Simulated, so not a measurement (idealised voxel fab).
process module | voxel gate over fins
cross-section cut | 200 nm wide | cells 5 nm
A cross-section is a grid of square cells, given in bands from the top down. A band is one or more rows of cells.
Each band's line starts with the height of the band's top and of its bottom, in nm. Then come its materials from left to right, each with its width in nm. One material with "throughout" fills the band from edge to edge. "air" is empty space.
Height 0 is the level under which the wafer as received is all one material. The lowest band goes on downwards, as in "0 down".
A width such as "30 to 40" changes by the same amount from each row of cells to the next, from the band's top row to its bottom row.
"no change" after a step means that no cell of the cross-section changed.
closed voids: empty space of 8 cells or more with no open way to the top, each as width x height at its distance from the left edge, in nm
after a step's settings: what the simulator itself notes on the step
overlay nm, on a step with a mask: how far to the right of its planned place the mask lay; to the left if negative
plan
1 op RECEIVE | material Si
2 op CONFORMAL_DEP | material SiN | thk nm 10
3 op PATTERN | tone cover | mask id FINS | material resist | width nm 15 | pitch nm 60 | thk nm 15 | overlay nm 0
4 op DIRECTIONAL_ETCH | etch materials SiN | depth nm 10
5 op DIRECTIONAL_ETCH | etch materials Si | depth nm 35
6 op STRIP | etch materials resist
7 op FILL_DEP | material SiO2 | thk nm 5
8 op CMP | height nm 10
9 op DIRECTIONAL_DEP | material aC | thk nm 15
10 op PATTERN | tone open | mask id RAIL | material resist | width nm 15 | thk nm 30 | overlay nm 0
11 op DIRECTIONAL_ETCH | etch materials aC | depth nm 15
12 op STRIP | etch materials resist
13 op DIRECTIONAL_ETCH | etch materials SiO2 | depth nm 40
14 op STRIP | etch materials aC
15 op CONFORMAL_DEP | material TiN | thk nm 5
16 op FILL_DEP | material W | thk nm 5
17 op CMP | height nm 10
18 op SELECTIVE_ETCH | etch materials W Ru TiN | depth nm 30
19 op FILL_DEP | material SiO2 | thk nm 5
20 op CMP | height nm 10
21 op SELECTIVE_ETCH | etch materials SiO2 | depth nm 25
22 op STRIP | etch materials SiN
23 op CONFORMAL_DEP | material HfO2 | thk nm 5
24 op CONFORMAL_DEP | material TiN | thk nm 5
25 op CONFORMAL_DEP | material TiAl | thk nm 5
26 op CONFORMAL_DEP | material TiN | thk nm 5
27 op FILL_DEP | material W | thk nm 15
28 op CMP | height nm 30
29 op CONFORMAL_DEP | material SiCN | thk nm 5
varied across the wafers: width nm of step 3. The plan shows the first wafer's value. All wafers start alike
first wafer as received, after step 1
  0 down: Si throughout
  closed voids: none
first wafer at the end, after step 29
  35 to 30: SiCN throughout
  30 to 20: W throughout
  20 to 15: W 40 | TiN 55 | W 5 | TiN 55 | W 45
  15 to 10: W 40 | TiN 5 | TiAl 45 | TiN 5 | W 5 | TiN 5 | TiAl 45 | TiN 5 | W 45
  10 to 5: W 40 | TiN 5 | TiAl 5 | TiN 35 | TiAl 5 | TiN 5 | W 5 | TiN 5 | TiAl 5 | TiN 35 | TiAl 5 | TiN 5 | W 45
  5 to 0: TiN 45 | TiAl 5 | TiN 5 | HfO2 25 | TiN 5 | TiAl 5 | TiN 15 | TiAl 5 | TiN 5 | HfO2 25 | TiN 5 | TiAl 5 | TiN 50
  0 to -5: TiAl 50 | TiN 5 | HfO2 5 | Si 15 | HfO2 5 | TiN 5 | TiAl 25 | TiN 5 | HfO2 5 | Si 15 | HfO2 5 | TiN 5 | TiAl 55
  -5 to -10: TiN 55 | HfO2 5 | Si 15 | HfO2 5 | TiN 35 | HfO2 5 | Si 15 | HfO2 5 | TiN 60
  -10 to -15: HfO2 60 | Si 15 | HfO2 45 | Si 15 | HfO2 65
  -15 to -20: SiO2 60 | Si 15 | SiO2 45 | Si 15 | SiO2 65
  -20 to -25: SiO2 60 | Si 15 | SiO2 15 | TiN 5 | W 5 | TiN 5 | SiO2 15 | Si 15 | SiO2 65
  -25 to -30: SiO2 60 | Si 15 | SiO2 15 | TiN 15 | SiO2 15 | Si 15 | SiO2 65
  -30 to -35: SiO2 60 | Si 15 | SiO2 45 | Si 15 | SiO2 65
  -35 down: Si throughout
  closed voids: none
last wafer at the end
  35 to 30: SiCN throughout
  30 to 20: W throughout
  20 to 15: W 35 | TiN 130 | W 35
  15 to 10: W 35 | TiN 5 | TiAl 120 | TiN 5 | W 35
  10 to 5: W 35 | TiN 5 | TiAl 5 | TiN 50 | TiAl 10 | TiN 50 | TiAl 5 | TiN 5 | W 35
  5 to 0: TiN 40 | TiAl 5 | TiN 5 | HfO2 40 | TiN 5 | TiAl 10 | TiN 5 | HfO2 40 | TiN 5 | TiAl 5 | TiN 40
  0 to -5: TiAl 45 | TiN 5 | HfO2 5 | Si 30 | HfO2 5 | TiN 5 | TiAl 10 | TiN 5 | HfO2 5 | Si 30 | HfO2 5 | TiN 5 | TiAl 45
  -5 to -10: TiN 50 | HfO2 5 | Si 30 | HfO2 5 | TiN 20 | HfO2 5 | Si 30 | HfO2 5 | TiN 50
  -10 to -15: HfO2 55 | Si 30 | HfO2 30 | Si 30 | HfO2 55
  -15 to -20: SiO2 55 | Si 30 | SiO2 30 | Si 30 | SiO2 55
  -20 to -25: SiO2 55 | Si 30 | SiO2 5 | TiN 5 | W 5 | TiN 5 | SiO2 10 | Si 30 | SiO2 55
  -25 to -30: SiO2 55 | Si 30 | SiO2 5 | TiN 15 | SiO2 10 | Si 30 | SiO2 55
  -30 to -35: SiO2 55 | Si 30 | SiO2 30 | Si 30 | SiO2 55
  -35 down: Si throughout
  closed voids: none
each wafer at the end: cells of each material gained (+) or lost (-) since it was received, then its closed voids
width nm 15 | +52 HfO2 | -238 Si | +40 SiCN | +130 SiO2 | +52 TiAl | +109 TiN | +135 W | closed voids: none
width nm 20 | +52 HfO2 | -224 Si | +40 SiCN | +122 SiO2 | +52 TiAl | +109 TiN | +129 W | closed voids: none
width nm 25 | +52 HfO2 | -210 Si | +40 SiCN | +114 SiO2 | +52 TiAl | +106 TiN | +126 W | closed voids: none
width nm 30 | +52 HfO2 | -196 Si | +40 SiCN | +106 SiO2 | +52 TiAl | +103 TiN | +123 W | closed voids: none
